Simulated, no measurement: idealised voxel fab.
process module | voxel ribs on slabs
cross-section cut | 145 nm wide | cells 5 nm
A cross-section is a grid of square cells, given in bands from the top down. A band is one or more rows of cells.
Each band's line starts with the height of the band's top and of its bottom, in nm. Then come its materials from left to right, each with its width in nm. One material with "throughout" fills the band from edge to edge. "air" is empty space.
Height 0 is the level under which the wafer as received is all one material. The lowest band goes on downwards, as in "0 down".
A width such as "30 to 40" changes by the same amount from each row of cells to the next, from the band's top row to its bottom row.
"no change" after a step means that no cell of the cross-section changed.
closed voids: empty space of 8 cells or more with no open way to the top, each as width x height at its distance from the left edge, in nm
after a step's settings: what the simulator itself notes on the step
overlay nm, on a step with a mask: how far to the right of its planned place the mask lay; to the left if negative
plan
1 op RECEIVE | material Si
2 op DIRECTIONAL_DEP | material SiO2 | thk nm 25
3 op DIRECTIONAL_DEP | material polySi | thk nm 20
4 op DIRECTIONAL_DEP | material aC | thk nm 10
5 op PATTERN | tone cover | mask id RIB | material resist | width nm 20 | thk nm 25 | overlay nm 0
6 op DIRECTIONAL_ETCH | etch materials aC | depth nm 10
7 op STRIP | etch materials resist
8 op DIRECTIONAL_ETCH | etch materials polySi | depth nm 15
9 op STRIP | etch materials aC
10 op DIRECTIONAL_DEP | material aC | thk nm 15
11 op PATTERN | tone cover | mask id SLAB | material resist | width nm 60 | thk nm 30 | overlay nm 0
12 op DIRECTIONAL_ETCH | etch materials aC | depth nm 15
13 op STRIP | etch materials resist
14 op DIRECTIONAL_ETCH | etch materials polySi | depth nm 5
15 op STRIP | etch materials aC
16 op FILL_DEP | material SiO2 | thk nm 20
17 op CMP | height nm 45
18 op DIRECTIONAL_DEP | material TiN | thk nm 10
19 op PATTERN | tone cover | mask id HEATER | material resist | width nm 30 | thk nm 20 | overlay nm 0
20 op DIRECTIONAL_ETCH | etch materials TiN | depth nm 10
21 op STRIP | etch materials resist
22 op CONFORMAL_DEP | material SiO2 | thk nm 10
varied across the wafers: height nm of step 17. The plan shows the first wafer's value. All wafers start alike
first wafer as received, after step 1
  0 down: Si throughout
  closed voids: none
first wafer at the end, after step 22
  65 to 55: air 45 | SiO2 50 | air 50
  55 to 45: SiO2 55 | TiN 30 | SiO2 60
  45 to 30: SiO2 60 | polySi 20 | SiO2 65
  30 to 25: SiO2 40 | polySi 60 | SiO2 45
  25 to 0: SiO2 throughout
  0 down: Si throughout
  closed voids: none
last wafer at the end
  85 to 75: air 45 | SiO2 50 | air 50
  75 to 65: SiO2 55 | TiN 30 | SiO2 60
  65 to 45: SiO2 throughout
  45 to 30: SiO2 60 | polySi 20 | SiO2 65
  30 to 25: SiO2 40 | polySi 60 | SiO2 45
  25 to 0: SiO2 throughout
  0 down: Si throughout
  closed voids: none
each wafer at the end: cells of each material gained (+) or lost (-) since it was received, then its closed voids
height nm 45 | +303 SiO2 | +12 TiN | +24 polySi | closed voids: none
height nm 50 | +332 SiO2 | +12 TiN | +24 polySi | closed voids: none
height nm 55 | +361 SiO2 | +12 TiN | +24 polySi | closed voids: none
height nm 60 | +390 SiO2 | +12 TiN | +24 polySi | closed voids: none
height nm 65 | +419 SiO2 | +12 TiN | +24 polySi | closed voids: none
